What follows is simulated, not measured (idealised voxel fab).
Proc. module: voxel capacitor over wiring
190 nm wide, 5 nm square cells: that's cross-section cut.
Cross-section = grid of square cells, listed top down in bands; band = one or more rows. Band: top and bottom heights (nm) first, top before bottom; then materials from left to right, widths in nm. "edge to edge" marks a sole material filling the band edge to edge. "air" denotes empty space. Height reference: 0 = level under which incoming wafer is all one material. Lowest band: no bottom, runs on downward, e.g. "0 down". The expression "30->40" gives the width at the extremes of the band, the first number at its top row of cells and the second at its bottom row, with the width changing by equal amounts from each row to the next in between. Key: "stayed the same" - step with no changed cell in the cross-section. Empty spaces without an open route to the top, at least 8 cells in extent, make up the entry "Enclosed void entries"; each is given as width x height at distance, where the distance is measured from the left edge, and all are in nm. Formally, on a step line, whatever follows the settings is a remark that the simulator itself makes on the step. The "overlay nm" setting may appear on a step's line; for a step that uses a mask, it gives how far to the right of its planned position the mask lay, and a negative value indicates the left.
This section lists the process steps that were planned
1 RECEIVE,material Si
2 CONFORMAL_DEP,material SiO2,thk nm 15
3 CONFORMAL_DEP,material SiCN,thk nm 5
4 DIRECTIONAL_DEP,material lowk,thk nm 25
5 PATTERN,tone open,mask id METAL_1,material resist,width nm 25,pitch nm 75,thk nm 20,overlay nm 0
6 DIRECTIONAL_ETCH,etch materials lowk,depth nm 25
7 DIRECTIONAL_ETCH,etch materials SiCN,depth nm 5
8 STRIP,etch materials resist
9 CONFORMAL_DEP,material TiN,thk nm 5
10 FILL_DEP,material Ru,thk nm 10
11 CMP,height nm 45
12 CONFORMAL_DEP,material SiCN,thk nm 5
13 DIRECTIONAL_DEP,material lowk,thk nm 15
14 PATTERN,tone open,mask id PLUG_1,material resist,width nm 15,thk nm 15,overlay nm 0
15 DIRECTIONAL_ETCH,etch materials lowk,depth nm 15
16 DIRECTIONAL_ETCH,etch materials SiCN,depth nm 5
17 STRIP,etch materials resist
18 EPI,material Ru,thk nm 10
19 EPI,material Ru,thk nm 10
20 DIRECTIONAL_DEP,material TiN,thk nm 10
21 DIRECTIONAL_DEP,material Al2O3,thk nm 5
22 DIRECTIONAL_DEP,material TiN,thk nm 10
23 PATTERN,tone cover,mask id UPPER_PLATE,material resist,width nm 55,thk nm 20,overlay nm 0
24 DIRECTIONAL_ETCH,etch materials TiN,depth nm 10
25 DIRECTIONAL_ETCH,etch materials Al2O3,depth nm 5
26 STRIP,etch materials resist
27 MASKED_ETCH,tone cover,mask id LOWER_PLATE,width nm 65,etch materials TiN,depth nm 10,overlay nm 0
28 FILL_DEP,material SiO2,thk nm 15
29 CMP,height nm 100
30 MASKED_ETCH,tone open,mask id PLUG_2,width nm 15,etch materials SiO2,depth nm 10,overlay nm 0
31 CONFORMAL_DEP,material TiN,thk nm 5
32 FILL_DEP,material W,thk nm 5
33 CMP,height nm 100
34 CONFORMAL_DEP,material SiN,thk nm 5
Account of the first of two wafers, which was processed as intended
Here's what the wafer looked like in cross-section when it arrived - that's after step 1
- 0 down  Si edge to edge
- Enclosed void entries: none
Cross-section of the wafer subsequent to step 2
- 15 to 0  SiO2 edge to edge
- For the remainder of the cross-section, below 0, there is no change.
Cross-section of the wafer subsequent to step 3
- 20 to 15  SiCN edge to edge
- For the remainder of the cross-section, below 15, there is no change.
Cross-section of the wafer subsequent to step 4
- 45 to 20  lowk edge to edge
- For the remainder of the cross-section, below 20, there is no change.
Cross-section of the wafer subsequent to step 5
- 65 to 45  resist (45) | air (25) | resist (50) | air (25) | resist (45)
- For the remainder of the cross-section, below 45, there is no change.
Cross-section of the wafer subsequent to step 6
- 65 to 45  resist (45) | air (25) | resist (50) | air (25) | resist (45)
- 45 to 20  lowk (45) | air (25) | lowk (50) | air (25) | lowk (45)
- For the remainder of the cross-section, below 20, there is no change.
Cross-section of the wafer subsequent to step 7
- 65 to 45  resist (45) | air (25) | resist (50) | air (25) | resist (45)
- 45 to 20  lowk (45) | air (25) | lowk (50) | air (25) | lowk (45)
- 20 to 15  SiCN (45) | air (25) | SiCN (50) | air (25) | SiCN (45)
- For the remainder of the cross-section, below 15, there is no change.
Cross-section of the wafer subsequent to step 8
- 45 to 20  lowk (45) | air (25) | lowk (50) | air (25) | lowk (45)
- For the remainder of the cross-section, below 20, there is no change.
Cross-section of the wafer subsequent to step 9
- 50 to 45  TiN (50) | air (15) | TiN (60) | air (15) | TiN (50)
- 45 to 20  lowk (45) | TiN (5) | air (15) | TiN (5) | lowk (50) | TiN (5) | air (15) | TiN (5) | lowk (45)
- 20 to 15  SiCN (45) | TiN (25) | SiCN (50) | TiN (25) | SiCN (45)
- For the remainder of the cross-section, below 15, there is no change.
Cross-section of the wafer subsequent to step 10
- 60 to 50  Ru edge to edge
- 50 to 45  TiN (50) | Ru (15) | TiN (60) | Ru (15) | TiN (50)
- 45 to 20  lowk (45) | TiN (5) | Ru (15) | TiN (5) | lowk (50) | TiN (5) | Ru (15) | TiN (5) | lowk (45)
- For the remainder of the cross-section, below 20, there is no change.
Cross-section of the wafer subsequent to step 11
- 45 to 20  lowk (45) | TiN (5) | Ru (15) | TiN (5) | lowk (50) | TiN (5) | Ru (15) | TiN (5) | lowk (45)
- For the remainder of the cross-section, below 20, there is no change.
Cross-section of the wafer subsequent to step 12
- 50 to 45  SiCN edge to edge
- For the remainder of the cross-section, below 45, there is no change.
Cross-section of the wafer subsequent to step 13
- 65 to 50  lowk edge to edge
- For the remainder of the cross-section, below 50, there is no change.
Cross-section of the wafer subsequent to step 14
- 80 to 65  resist (55) | air (15) | resist (120)
- For the remainder of the cross-section, below 65, there is no change.
Cross-section of the wafer subsequent to step 15
- 80 to 65  resist (55) | air (15) | resist (120)
- 65 to 50  lowk (55) | air (15) | lowk (120)
- For the remainder of the cross-section, below 50, there is no change.
Cross-section of the wafer subsequent to step 16
- 80 to 65  resist (55) | air (15) | resist (120)
- 65 to 50  lowk (55) | air (15) | lowk (120)
- 50 to 45  SiCN (55) | air (15) | SiCN (120)
- For the remainder of the cross-section, below 45, there is no change.
Cross-section of the wafer subsequent to step 17
- 65 to 50  lowk (55) | air (15) | lowk (120)
- For the remainder of the cross-section, below 50, there is no change.
Cross-section of the wafer subsequent to step 18
- 65 to 55  lowk (55) | air (15) | lowk (120)
- 55 to 50  lowk (55) | Ru (15) | lowk (120)
- 50 to 45  SiCN (55) | Ru (15) | SiCN (120)
- For the remainder of the cross-section, below 45, there is no change.
Cross-section of the wafer subsequent to step 19
- 65 to 50  lowk (55) | Ru (15) | lowk (120)
- For the remainder of the cross-section, below 50, there is no change.
Cross-section of the wafer subsequent to step 20
- 75 to 65  TiN edge to edge
- For the remainder of the cross-section, below 65, there is no change.
Cross-section of the wafer subsequent to step 21
- 80 to 75  Al2O3 edge to edge
- For the remainder of the cross-section, below 75, there is no change.
Cross-section of the wafer subsequent to step 22
- 90 to 80  TiN edge to edge
- For the remainder of the cross-section, below 80, there is no change.
Cross-section of the wafer subsequent to step 23
- 110 to 90  air (55) | resist (55) | air (80)
- For the remainder of the cross-section, below 90, there is no change.
Cross-section of the wafer subsequent to step 24
- 110 to 90  air (55) | resist (55) | air (80)
- 90 to 80  air (55) | TiN (55) | air (80)
- For the remainder of the cross-section, below 80, there is no change.
Cross-section of the wafer subsequent to step 25
- 110 to 90  air (55) | resist (55) | air (80)
- 90 to 80  air (55) | TiN (55) | air (80)
- 80 to 75  air (55) | Al2O3 (55) | air (80)
- For the remainder of the cross-section, below 75, there is no change.
Cross-section of the wafer subsequent to step 26
- 90 to 80  air (55) | TiN (55) | air (80)
- For the remainder of the cross-section, below 80, there is no change.
Cross-section of the wafer subsequent to step 27
- 90 to 80  air (55) | TiN (55) | air (80)
- 80 to 75  air (55) | Al2O3 (55) | air (80)
- 75 to 65  air (50) | TiN (65) | air (75)
- For the remainder of the cross-section, below 65, there is no change.
Cross-section of the wafer subsequent to step 28
- 105 to 90  SiO2 edge to edge
- 90 to 80  SiO2 (55) | TiN (55) | SiO2 (80)
- 80 to 75  SiO2 (55) | Al2O3 (55) | SiO2 (80)
- 75 to 65  SiO2 (50) | TiN (65) | SiO2 (75)
- For the remainder of the cross-section, below 65, there is no change.
Cross-section of the wafer subsequent to step 29
- 100 to 90  SiO2 edge to edge
- For the remainder of the cross-section, below 90, there is no change.
Cross-section of the wafer subsequent to step 30
- 100 to 90  SiO2 (65) | air (15) | SiO2 (110)
- For the remainder of the cross-section, below 90, there is no change.
Cross-section of the wafer subsequent to step 31
- 105 to 100  TiN (70) | air (5) | TiN (115)
- 100 to 95  SiO2 (65) | TiN (5) | air (5) | TiN (5) | SiO2 (110)
- 95 to 90  SiO2 (65) | TiN (15) | SiO2 (110)
- For the remainder of the cross-section, below 90, there is no change.
Cross-section of the wafer subsequent to step 32
- 110 to 105  W edge to edge
- 105 to 100  TiN (70) | W (5) | TiN (115)
- 100 to 95  SiO2 (65) | TiN (5) | W (5) | TiN (5) | SiO2 (110)
- For the remainder of the cross-section, below 95, there is no change.
Cross-section of the wafer subsequent to step 33
- 100 to 95  SiO2 (65) | TiN (5) | W (5) | TiN (5) | SiO2 (110)
- For the remainder of the cross-section, below 95, there is no change.
Cross-section of the wafer subsequent to step 34
- 105 to 100  SiN edge to edge
- For the remainder of the cross-section, below 100, there is no change.
Wafer two: like wafer one in start and plan, but with one mistake in execution; identical up to and including step 17
Cross-section: second wafer, time at which step 19 was scheduled to end
- 75 to 65  air (45) | Ru (35) | air (110)
- 65 to 50  lowk (55) | Ru (15) | lowk (120)
- 50 to 45  SiCN (55) | Ru (15) | SiCN (120)
- For the remainder of the cross-section, below 45, there is no change.
Cross-section: second wafer, time at which step 20 was scheduled to end
- 85 to 75  air (45) | TiN (35) | air (110)
- 75 to 65  TiN (45) | Ru (35) | TiN (110)
- For the remainder of the cross-section, below 65, there is no change.
Cross-section: second wafer, time at which step 21 was scheduled to end
- 90 to 85  air (45) | Al2O3 (35) | air (110)
- 85 to 80  air (45) | TiN (35) | air (110)
- 80 to 75  Al2O3 (45) | TiN (35) | Al2O3 (110)
- For the remainder of the cross-section, below 75, there is no change.
Cross-section: second wafer, time at which step 22 was scheduled to end
- 100 to 90  air (45) | TiN (35) | air (110)
- 90 to 85  TiN (45) | Al2O3 (35) | TiN (110)
- 85 to 80  TiN edge to edge
- For the remainder of the cross-section, below 80, there is no change.
Cross-section: second wafer, time at which step 23 was scheduled to end
- 120 to 100  air (55) | resist (55) | air (80)
- 100 to 90  air (45) | TiN (35) | resist (30) | air (80)
- For the remainder of the cross-section, below 90, there is no change.
Cross-section: second wafer, time at which step 24 was scheduled to end
- 120 to 100  air (55) | resist (55) | air (80)
- 100 to 90  air (55) | TiN (25) | resist (30) | air (80)
- 90 to 85  air (45) | Al2O3 (35) | TiN (30) | air (80)
- 85 to 80  air (45) | TiN (65) | air (80)
- For the remainder of the cross-section, below 80, there is no change.
Cross-section: second wafer, time at which step 25 was scheduled to end
- 120 to 100  air (55) | resist (55) | air (80)
- 100 to 90  air (55) | TiN (25) | resist (30) | air (80)
- 90 to 85  air (55) | Al2O3 (25) | TiN (30) | air (80)
- 85 to 80  air (45) | TiN (65) | air (80)
- 80 to 75  air (45) | TiN (35) | Al2O3 (30) | air (80)
- For the remainder of the cross-section, below 75, there is no change.
Cross-section: second wafer, time at which step 26 was scheduled to end
- 100 to 90  air (55) | TiN (25) | air (110)
- For the remainder of the cross-section, below 90, there is no change.
Cross-section: second wafer, time at which step 27 was scheduled to end
- 100 to 90  air (55) | TiN (25) | air (110)
- 90 to 85  air (55) | Al2O3 (25) | TiN (30) | air (80)
- 85 to 80  air (50) | TiN (60) | air (80)
- 80 to 75  air (50) | TiN (30) | Al2O3 (30) | air (80)
- 75 to 65  air (45) | Ru (35) | TiN (35) | air (75)
- For the remainder of the cross-section, below 65, there is no change.
Cross-section: second wafer, time at which step 28 was scheduled to end
- 115 to 100  SiO2 edge to edge
- 100 to 90  SiO2 (55) | TiN (25) | SiO2 (110)
- 90 to 85  SiO2 (55) | Al2O3 (25) | TiN (30) | SiO2 (80)
- 85 to 80  SiO2 (50) | TiN (60) | SiO2 (80)
- 80 to 75  SiO2 (50) | TiN (30) | Al2O3 (30) | SiO2 (80)
- 75 to 65  SiO2 (45) | Ru (35) | TiN (35) | SiO2 (75)
- For the remainder of the cross-section, below 65, there is no change.
Cross-section: second wafer, time at which step 29 was scheduled to end
- 100 to 90  SiO2 (55) | TiN (25) | SiO2 (110)
- For the remainder of the cross-section, below 90, there is no change.
Cross-section: second wafer, time at which step 30 was scheduled to end: stayed the same
Cross-section: second wafer, time at which step 31 was scheduled to end
- 105 to 100  TiN edge to edge
- For the remainder of the cross-section, below 100, there is no change.
Cross-section: second wafer, time at which step 32 was scheduled to end
- 110 to 105  W edge to edge
- For the remainder of the cross-section, below 105, there is no change.
Cross-section: second wafer, time at which step 33 was scheduled to end
- 100 to 90  SiO2 (55) | TiN (25) | SiO2 (110)
- For the remainder of the cross-section, below 90, there is no change.
Cross-section: second wafer, time at which step 34 was scheduled to end
- 105 to 100  SiN edge to edge
- For the remainder of the cross-section, below 100, there is no change.
Deviation from plan: one step among the identical steps 18 and 19 was executed twice; it cannot be established which
Wrapping up, a cell-based count of both wafers puts the second over or under the first for these materials: Ru +14 | SiO2 -8 | TiN -5 | W -1
